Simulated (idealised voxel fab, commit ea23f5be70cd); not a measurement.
The process module presented herein is designated voxel gate over fins.
In the cross-section labelled cut, the width is 265 nm and each square cell is 5 nm.
In this document a cross-section is written as a grid of square cells. It is given as a series of bands, listed from the top down, and a band is one or more rows of cells. In this notation a band is specified by the heights of its top and bottom, in that order and in nm, after which its materials appear from left to right, each paired with its width in nm. The word "full width" attached to a single material means that material fills the band from edge to edge; the word "air" stands for empty space. Beneath 0, the wafer as received is one material, and that level is where height counting begins. The lowest band goes on downward without a bottom; it is written like "0 and below". Per-row width for "30 to 40": begins at first number (top row of band), ends at second number (bottom row), increment between rows held constant. Where a step carries "changes: none", the cross-section came out of it unchanged, cell for cell. The entry "Closed cavities" lists the empty spaces that cover at least 8 cells and have no open path to the top. Each is written as width x height at distance, where the distance is measured from the left edge and all three values are in nm. Past the settings on a step's line: simulator remark, on that step. The "overlay nm" setting may appear on a step's line; for a step that uses a mask, it gives how far to the right of its planned position the mask lay, and a negative value indicates the left.
### Below is the list of planned process steps
1: op RECEIVE | material Si
2: op CONFORMAL_DEP | material SiN | thk nm 5
3: op MASKED_ETCH | tone cover | mask id FINS | width nm 15 | pitch nm 60 | etch materials SiN | depth nm 5 | overlay nm 0
4: op MASKED_ETCH | tone cover | mask id FINS | width nm 15 | pitch nm 60 | etch materials Si | depth nm 30 | overlay nm 0
5: op OXIDIZE | depth nm 5
6: op FILL_DEP | material SiO2 | thk nm 5
7: op CMP | height nm 5
8: op PATTERN | tone open | mask id RAIL | material resist | width nm 15 | thk nm 15 | overlay nm 0
9: op DIRECTIONAL_ETCH | etch materials SiO2 | depth nm 30
10: op STRIP | etch materials resist
11: op CONFORMAL_DEP | material TiN | thk nm 5
12: op FILL_DEP | material W | thk nm 5
13: op CMP | height nm 5
14: op SELECTIVE_ETCH | etch materials W Ru TiN | depth nm 25
15: op FILL_DEP | material SiO2 | thk nm 5
16: op CMP | height nm 5
17: op SELECTIVE_ETCH | etch materials SiO2 | depth nm 15
18: op STRIP | etch materials SiN
19: op CONFORMAL_DEP | material HfO2 | thk nm 5
20: op CONFORMAL_DEP | material TiN | thk nm 5
21: op CONFORMAL_DEP | material TiAl | thk nm 5
22: op CONFORMAL_DEP | material TiN | thk nm 5
23: op FILL_DEP | material W | thk nm 10
24: op CMP | height nm 25
25: op CONFORMAL_DEP | material SiN | thk nm 5
### First of two wafers - as planned
### Cross-section: wafer on arrival = after step 1
  0 and below | Si full width
  Closed cavities: none
### Wafer after step 2 (cross-section)
  5 down to 0 | SiN full width
  Everything under 0 stays put, no change at all.
### Wafer after step 3 (cross-section)
  5 down to 0 | air: 95 | SiN: 15 | air: 45 | SiN: 15 | air: 95
  Everything under 0 stays put, no change at all.
### Wafer after step 4 (cross-section)
  5 down to 0 | air: 95 | SiN: 15 | air: 45 | SiN: 15 | air: 95
  0 down to -30 | air: 95 | Si: 15 | air: 45 | Si: 15 | air: 95
  Everything under -30 stays put, no change at all.
### Wafer after step 5 (cross-section)
  5 down to 0 | air: 95 | SiN: 15 | air: 45 | SiN: 15 | air: 95
  0 down to -30 | air: 95 | SiO2: 5 | Si: 5 | SiO2: 5 | air: 45 | SiO2: 5 | Si: 5 | SiO2: 5 | air: 95
  -30 down to -35 | SiO2: 100 | Si: 5 | SiO2: 55 | Si: 5 | SiO2: 100
  Everything under -35 stays put, no change at all.
### Wafer after step 6 (cross-section)
  10 down to 5 | SiO2 full width
  5 down to 0 | SiO2: 95 | SiN: 15 | SiO2: 45 | SiN: 15 | SiO2: 95
  0 down to -35 | SiO2: 100 | Si: 5 | SiO2: 55 | Si: 5 | SiO2: 100
  Everything under -35 stays put, no change at all.
### Wafer after step 7 (cross-section)
  5 down to 0 | SiO2: 95 | SiN: 15 | SiO2: 45 | SiN: 15 | SiO2: 95
  Everything under 0 stays put, no change at all.
### Wafer after step 8 (cross-section)
  20 down to 5 | resist: 125 | air: 15 | resist: 125
  Everything under 5 stays put, no change at all.
### Wafer after step 9 (cross-section)
  20 down to 5 | resist: 125 | air: 15 | resist: 125
  5 down to 0 | SiO2: 95 | SiN: 15 | SiO2: 15 | air: 15 | SiO2: 15 | SiN: 15 | SiO2: 95
  0 down to -25 | SiO2: 100 | Si: 5 | SiO2: 20 | air: 15 | SiO2: 20 | Si: 5 | SiO2: 100
  Everything under -25 stays put, no change at all.
### Wafer after step 10 (cross-section)
  5 down to 0 | SiO2: 95 | SiN: 15 | SiO2: 15 | air: 15 | SiO2: 15 | SiN: 15 | SiO2: 95
  Everything under 0 stays put, no change at all.
### Wafer after step 11 (cross-section)
  10 down to 5 | TiN: 130 | air: 5 | TiN: 130
  5 down to 0 | SiO2: 95 | SiN: 15 | SiO2: 15 | TiN: 5 | air: 5 | TiN: 5 | SiO2: 15 | SiN: 15 | SiO2: 95
  0 down to -20 | SiO2: 100 | Si: 5 | SiO2: 20 | TiN: 5 | air: 5 | TiN: 5 | SiO2: 20 | Si: 5 | SiO2: 100
  -20 down to -25 | SiO2: 100 | Si: 5 | SiO2: 20 | TiN: 15 | SiO2: 20 | Si: 5 | SiO2: 100
  Everything under -25 stays put, no change at all.
### Wafer after step 12 (cross-section)
  15 down to 10 | W full width
  10 down to 5 | TiN: 130 | W: 5 | TiN: 130
  5 down to 0 | SiO2: 95 | SiN: 15 | SiO2: 15 | TiN: 5 | W: 5 | TiN: 5 | SiO2: 15 | SiN: 15 | SiO2: 95
  0 down to -20 | SiO2: 100 | Si: 5 | SiO2: 20 | TiN: 5 | W: 5 | TiN: 5 | SiO2: 20 | Si: 5 | SiO2: 100
  Everything under -20 stays put, no change at all.
### Wafer after step 13 (cross-section)
  5 down to 0 | SiO2: 95 | SiN: 15 | SiO2: 15 | TiN: 5 | W: 5 | TiN: 5 | SiO2: 15 | SiN: 15 | SiO2: 95
  Everything under 0 stays put, no change at all.
### Wafer after step 14 (cross-section)
  5 down to 0 | SiO2: 95 | SiN: 15 | SiO2: 15 | air: 15 | SiO2: 15 | SiN: 15 | SiO2: 95
  0 down to -20 | SiO2: 100 | Si: 5 | SiO2: 20 | air: 15 | SiO2: 20 | Si: 5 | SiO2: 100
  Everything under -20 stays put, no change at all.
### Wafer after step 15 (cross-section)
  10 down to 5 | SiO2 full width
  5 down to 0 | SiO2: 95 | SiN: 15 | SiO2: 45 | SiN: 15 | SiO2: 95
  0 down to -20 | SiO2: 100 | Si: 5 | SiO2: 55 | Si: 5 | SiO2: 100
  Everything under -20 stays put, no change at all.
### Wafer after step 16 (cross-section)
  5 down to 0 | SiO2: 95 | SiN: 15 | SiO2: 45 | SiN: 15 | SiO2: 95
  Everything under 0 stays put, no change at all.
### Wafer after step 17 (cross-section)
  5 down to 0 | air: 95 | SiN: 15 | air: 45 | SiN: 15 | air: 95
  0 down to -10 | air: 100 | Si: 5 | air: 55 | Si: 5 | air: 100
  Everything under -10 stays put, no change at all.
### Wafer after step 18 (cross-section)
  0 down to -10 | air: 100 | Si: 5 | air: 55 | Si: 5 | air: 100
  Everything under -10 stays put, no change at all.
### Wafer after step 19 (cross-section)
  5 down to 0 | air: 95 | HfO2: 15 | air: 45 | HfO2: 15 | air: 95
  0 down to -5 | air: 95 | HfO2: 5 | Si: 5 | HfO2: 5 | air: 45 | HfO2: 5 | Si: 5 | HfO2: 5 | air: 95
  -5 down to -10 | HfO2: 100 | Si: 5 | HfO2: 55 | Si: 5 | HfO2: 100
  Everything under -10 stays put, no change at all.
### Wafer after step 20 (cross-section)
  10 down to 5 | air: 90 | TiN: 25 | air: 35 | TiN: 25 | air: 90
  5 down to 0 | air: 90 | TiN: 5 | HfO2: 15 | TiN: 5 | air: 35 | TiN: 5 | HfO2: 15 | TiN: 5 | air: 90
  0 down to -5 | TiN: 95 | HfO2: 5 | Si: 5 | HfO2: 5 | TiN: 45 | HfO2: 5 | Si: 5 | HfO2: 5 | TiN: 95
  Everything under -5 stays put, no change at all.
### Wafer after step 21 (cross-section)
  15 down to 10 | air: 85 | TiAl: 35 | air: 25 | TiAl: 35 | air: 85
  10 down to 5 | air: 85 | TiAl: 5 | TiN: 25 | TiAl: 5 | air: 25 | TiAl: 5 | TiN: 25 | TiAl: 5 | air: 85
  5 down to 0 | TiAl: 90 | TiN: 5 | HfO2: 15 | TiN: 5 | TiAl: 35 | TiN: 5 | HfO2: 15 | TiN: 5 | TiAl: 90
  Everything under 0 stays put, no change at all.
### Wafer after step 22 (cross-section)
  20 down to 15 | air: 80 | TiN: 45 | air: 15 | TiN: 45 | air: 80
  15 down to 10 | air: 80 | TiN: 5 | TiAl: 35 | TiN: 5 | air: 15 | TiN: 5 | TiAl: 35 | TiN: 5 | air: 80
  10 down to 5 | TiN: 85 | TiAl: 5 | TiN: 25 | TiAl: 5 | TiN: 25 | TiAl: 5 | TiN: 25 | TiAl: 5 | TiN: 85
  Everything under 5 stays put, no change at all.
### Wafer after step 23 (cross-section)
  30 down to 20 | W full width
  20 down to 15 | W: 80 | TiN: 45 | W: 15 | TiN: 45 | W: 80
  15 down to 10 | W: 80 | TiN: 5 | TiAl: 35 | TiN: 5 | W: 15 | TiN: 5 | TiAl: 35 | TiN: 5 | W: 80
  Everything under 10 stays put, no change at all.
### Wafer after step 24 (cross-section)
  25 down to 20 | W full width
  Everything under 20 stays put, no change at all.
### Wafer after step 25 (cross-section)
  30 down to 25 | SiN full width
  Everything under 25 stays put, no change at all.
### Second wafer, same starting state and plan as the first, one mistake in the run, identical through step 3
### Second wafer, cross-section, planned end of step 4
  5 down to 0 | air: 95 | SiN: 15 | air: 45 | SiN: 15 | air: 95
  0 down to -60 | air: 95 | Si: 15 | air: 45 | Si: 15 | air: 95
  Everything under -60 stays put, no change at all.
### Second wafer, cross-section, planned end of step 5
  5 down to 0 | air: 95 | SiN: 15 | air: 45 | SiN: 15 | air: 95
  0 down to -60 | air: 95 | SiO2: 5 | Si: 5 | SiO2: 5 | air: 45 | SiO2: 5 | Si: 5 | SiO2: 5 | air: 95
  -60 down to -65 | SiO2: 100 | Si: 5 | SiO2: 55 | Si: 5 | SiO2: 100
  Everything under -65 stays put, no change at all.
### Second wafer, cross-section, planned end of step 6
  10 down to 5 | SiO2 full width
  5 down to 0 | SiO2: 95 | SiN: 15 | SiO2: 45 | SiN: 15 | SiO2: 95
  0 down to -65 | SiO2: 100 | Si: 5 | SiO2: 55 | Si: 5 | SiO2: 100
  Everything under -65 stays put, no change at all.
### Second wafer, cross-section, planned end of step 7
  5 down to 0 | SiO2: 95 | SiN: 15 | SiO2: 45 | SiN: 15 | SiO2: 95
  Everything under 0 stays put, no change at all.
### Second wafer, cross-section, planned end of step 8
  20 down to 5 | resist: 125 | air: 15 | resist: 125
  Everything under 5 stays put, no change at all.
### Second wafer, cross-section, planned end of step 9
  20 down to 5 | resist: 125 | air: 15 | resist: 125
  5 down to 0 | SiO2: 95 | SiN: 15 | SiO2: 15 | air: 15 | SiO2: 15 | SiN: 15 | SiO2: 95
  0 down to -25 | SiO2: 100 | Si: 5 | SiO2: 20 | air: 15 | SiO2: 20 | Si: 5 | SiO2: 100
  Everything under -25 stays put, no change at all.
### Second wafer, cross-section, planned end of step 10
  5 down to 0 | SiO2: 95 | SiN: 15 | SiO2: 15 | air: 15 | SiO2: 15 | SiN: 15 | SiO2: 95
  Everything under 0 stays put, no change at all.
### Second wafer, cross-section, planned end of step 11
  10 down to 5 | TiN: 130 | air: 5 | TiN: 130
  5 down to 0 | SiO2: 95 | SiN: 15 | SiO2: 15 | TiN: 5 | air: 5 | TiN: 5 | SiO2: 15 | SiN: 15 | SiO2: 95
  0 down to -20 | SiO2: 100 | Si: 5 | SiO2: 20 | TiN: 5 | air: 5 | TiN: 5 | SiO2: 20 | Si: 5 | SiO2: 100
  -20 down to -25 | SiO2: 100 | Si: 5 | SiO2: 20 | TiN: 15 | SiO2: 20 | Si: 5 | SiO2: 100
  Everything under -25 stays put, no change at all.
### Second wafer, cross-section, planned end of step 12
  15 down to 10 | W full width
  10 down to 5 | TiN: 130 | W: 5 | TiN: 130
  5 down to 0 | SiO2: 95 | SiN: 15 | SiO2: 15 | TiN: 5 | W: 5 | TiN: 5 | SiO2: 15 | SiN: 15 | SiO2: 95
  0 down to -20 | SiO2: 100 | Si: 5 | SiO2: 20 | TiN: 5 | W: 5 | TiN: 5 | SiO2: 20 | Si: 5 | SiO2: 100
  Everything under -20 stays put, no change at all.
### Second wafer, cross-section, planned end of step 13
  5 down to 0 | SiO2: 95 | SiN: 15 | SiO2: 15 | TiN: 5 | W: 5 | TiN: 5 | SiO2: 15 | SiN: 15 | SiO2: 95
  Everything under 0 stays put, no change at all.
### Second wafer, cross-section, planned end of step 14
  5 down to 0 | SiO2: 95 | SiN: 15 | SiO2: 15 | air: 15 | SiO2: 15 | SiN: 15 | SiO2: 95
  0 down to -20 | SiO2: 100 | Si: 5 | SiO2: 20 | air: 15 | SiO2: 20 | Si: 5 | SiO2: 100
  Everything under -20 stays put, no change at all.
### Second wafer, cross-section, planned end of step 15
  10 down to 5 | SiO2 full width
  5 down to 0 | SiO2: 95 | SiN: 15 | SiO2: 45 | SiN: 15 | SiO2: 95
  0 down to -20 | SiO2: 100 | Si: 5 | SiO2: 55 | Si: 5 | SiO2: 100
  Everything under -20 stays put, no change at all.
### Second wafer, cross-section, planned end of step 16
  5 down to 0 | SiO2: 95 | SiN: 15 | SiO2: 45 | SiN: 15 | SiO2: 95
  Everything under 0 stays put, no change at all.
### Second wafer, cross-section, planned end of step 17
  5 down to 0 | air: 95 | SiN: 15 | air: 45 | SiN: 15 | air: 95
  0 down to -10 | air: 100 | Si: 5 | air: 55 | Si: 5 | air: 100
  Everything under -10 stays put, no change at all.
### Second wafer, cross-section, planned end of step 18
  0 down to -10 | air: 100 | Si: 5 | air: 55 | Si: 5 | air: 100
  Everything under -10 stays put, no change at all.
### Second wafer, cross-section, planned end of step 19
  5 down to 0 | air: 95 | HfO2: 15 | air: 45 | HfO2: 15 | air: 95
  0 down to -5 | air: 95 | HfO2: 5 | Si: 5 | HfO2: 5 | air: 45 | HfO2: 5 | Si: 5 | HfO2: 5 | air: 95
  -5 down to -10 | HfO2: 100 | Si: 5 | HfO2: 55 | Si: 5 | HfO2: 100
  Everything under -10 stays put, no change at all.
### Second wafer, cross-section, planned end of step 20
  10 down to 5 | air: 90 | TiN: 25 | air: 35 | TiN: 25 | air: 90
  5 down to 0 | air: 90 | TiN: 5 | HfO2: 15 | TiN: 5 | air: 35 | TiN: 5 | HfO2: 15 | TiN: 5 | air: 90
  0 down to -5 | TiN: 95 | HfO2: 5 | Si: 5 | HfO2: 5 | TiN: 45 | HfO2: 5 | Si: 5 | HfO2: 5 | TiN: 95
  Everything under -5 stays put, no change at all.
### Second wafer, cross-section, planned end of step 21
  15 down to 10 | air: 85 | TiAl: 35 | air: 25 | TiAl: 35 | air: 85
  10 down to 5 | air: 85 | TiAl: 5 | TiN: 25 | TiAl: 5 | air: 25 | TiAl: 5 | TiN: 25 | TiAl: 5 | air: 85
  5 down to 0 | TiAl: 90 | TiN: 5 | HfO2: 15 | TiN: 5 | TiAl: 35 | TiN: 5 | HfO2: 15 | TiN: 5 | TiAl: 90
  Everything under 0 stays put, no change at all.
### Second wafer, cross-section, planned end of step 22
  20 down to 15 | air: 80 | TiN: 45 | air: 15 | TiN: 45 | air: 80
  15 down to 10 | air: 80 | TiN: 5 | TiAl: 35 | TiN: 5 | air: 15 | TiN: 5 | TiAl: 35 | TiN: 5 | air: 80
  10 down to 5 | TiN: 85 | TiAl: 5 | TiN: 25 | TiAl: 5 | TiN: 25 | TiAl: 5 | TiN: 25 | TiAl: 5 | TiN: 85
  Everything under 5 stays put, no change at all.
### Second wafer, cross-section, planned end of step 23
  30 down to 20 | W full width
  20 down to 15 | W: 80 | TiN: 45 | W: 15 | TiN: 45 | W: 80
  15 down to 10 | W: 80 | TiN: 5 | TiAl: 35 | TiN: 5 | W: 15 | TiN: 5 | TiAl: 35 | TiN: 5 | W: 80
  Everything under 10 stays put, no change at all.
### Second wafer, cross-section, planned end of step 24
  25 down to 20 | W full width
  Everything under 20 stays put, no change at all.
### Second wafer, cross-section, planned end of step 25
  30 down to 25 | SiN full width
  Everything under 25 stays put, no change at all.
So what did we get wrong on this run? in the plan, step 4 was performed twice
Wafer comparison, final, in cells, second relative to first, materials more or fewer: 306 fewer of Si | 306 more of SiO2
